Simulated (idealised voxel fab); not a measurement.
Process module in this document: voxel self aligned vias
The figure presents cross-section cut, which has a width of 235 nm and is divided into square cells with an edge length of 5 nm.
A cross-section is written here as square cells arranged in a grid, and it is given in bands from the top down, each band taking up one or more rows of cells.
Each band's line starts with the height of the band's top and of its bottom, in nm. Then come its materials from left to right, each with its width in nm. One material with "throughout" fills the band from edge to edge. "blank" is empty space.
Note: height 0 marks the level under which the wafer is uniformly one material as received. Lowest band unbounded below, written "top 0, no bottom".
Read "30->40" as a graded width: first number on top, second number at the bottom, same change between each pair of neighbouring rows.
For the purposes of this document, the phrase "nothing got changed" attached to a step denotes that no cell within the cross-section was modified by that step.
Heads up: "Fully enclosed voids" only lists the empty pockets with no open path to the top that are 8 cells or more, and it writes them as width x height at distance, distance from the left edge, in nm.
Past the settings on a step's line: simulator remark, on that step.
What "overlay nm" on a step's line means: if the step has a mask, that mask lay this far to the right of its planned place, or, when the value is negative, to the left.

So here's the lineup of process steps we planned
step 1: RECEIVE | material Si
step 2: CONFORMAL_DEP | material SiO2 | thk nm 10
step 3: CONFORMAL_DEP | material SiCN | thk nm 5
step 4: DIRECTIONAL_DEP | material SiO2 | thk nm 30
step 5: MASKED_ETCH | tone open | mask id LINES | width nm 25 | pitch nm 70 | etch materials SiO2 | depth nm 30 | overlay nm 0
step 6: CONFORMAL_DEP | material TiN | thk nm 5
step 7: FILL_DEP | material Ru | thk nm 5
step 8: CMP | height nm 45
step 9: SELECTIVE_ETCH | etch materials W Ru TiN | depth nm 10
step 10: FILL_DEP | material SiN | thk nm 10
step 11: CMP | height nm 45
step 12: DIRECTIONAL_DEP | material SiO2 | thk nm 15
step 13: DIRECTIONAL_DEP | material aC | thk nm 10
step 14: PATTERN | tone open | mask id VIAS | material resist | width nm 45 | pitch nm 70 | thk nm 30 | overlay nm 0
step 15: DIRECTIONAL_ETCH | etch materials aC | depth nm 10
step 16: STRIP | etch materials resist
step 17: DIRECTIONAL_ETCH | etch materials SiO2 | depth nm 15
step 18: DIRECTIONAL_ETCH | etch materials SiN | depth nm 10
step 19: STRIP | etch materials aC
step 20: CONFORMAL_DEP | material TiN | thk nm 5
step 21: FILL_DEP | material W | thk nm 10
step 22: CMP | height nm 60
step 23: CONFORMAL_DEP | material SiN | thk nm 5

Cross-sectional view of the wafer in its as-received condition, corresponding to the state after step 1
> top 0, no bottom  Si throughout
> Fully enclosed voids: none

First wafer of two, sectioned at end of module; run went per plan
> top 65, bottom 60  SiN throughout
> top 60, bottom 50  SiO2: 60; TiN: 5; W: 35; TiN: 5; SiO2: 25; TiN: 5; W: 35; TiN: 5; SiO2: 60
> top 50, bottom 40  SiO2: 60->70; TiN: 15->5; W: 15; TiN: 15->5; SiO2: 25->45; TiN: 15->5; W: 15; TiN: 15->5; SiO2: 60->70
> top 40, bottom 35  SiO2: 70; TiN: 25; SiO2: 45; TiN: 25; SiO2: 70
> top 35, bottom 20  SiO2: 70; TiN: 5; Ru: 15; TiN: 5; SiO2: 45; TiN: 5; Ru: 15; TiN: 5; SiO2: 70
> top 20, bottom 15  SiO2: 70; TiN: 25; SiO2: 45; TiN: 25; SiO2: 70
> top 15, bottom 10  SiCN throughout
> top 10, bottom 0  SiO2 throughout
> top 0, no bottom  Si throughout
> Fully enclosed voids: none

Second of two wafers, module complete, sectioned: it shares the first wafer's start and plan but was run with one mistake
> top 65, bottom 60  SiN throughout
> top 60, bottom 50  SiO2: 60; TiN: 5; W: 35; TiN: 5; SiO2: 25; TiN: 5; W: 35; TiN: 5; SiO2: 60
> top 50, bottom 45  SiO2: 60; TiN: 45; SiO2: 25; TiN: 45; SiO2: 60
> top 45, bottom 35  SiN: 60; TiN: 10; SiO2: 25; TiN: 10; SiN: 25; TiN: 10; SiO2: 25; TiN: 10; SiN: 60
> top 35, bottom 20  Ru: 65; TiN: 5; SiO2: 25; TiN: 5; Ru: 35; TiN: 5; SiO2: 25; TiN: 5; Ru: 65
> top 20, bottom 15  TiN: 70; SiO2: 25; TiN: 45; SiO2: 25; TiN: 70
> top 15, bottom 10  SiCN throughout
> top 10, bottom 0  SiO2 throughout
> top 0, no bottom  Si throughout
> Fully enclosed voids: none
So what did we get wrong on this run? planned and actual differ for step 5; actual: MASKED_ETCH | tone cover | mask id LINES | width nm 25 | pitch nm 70 | etch materials SiO2 | depth nm 30 | overlay nm 0
FYI, end of process, the second wafer has more or fewer cells of some materials than the first: Ru: 81 more | SiN: 58 more | SiO2: 162 fewer | TiN: 35 more | W: 12 fewer
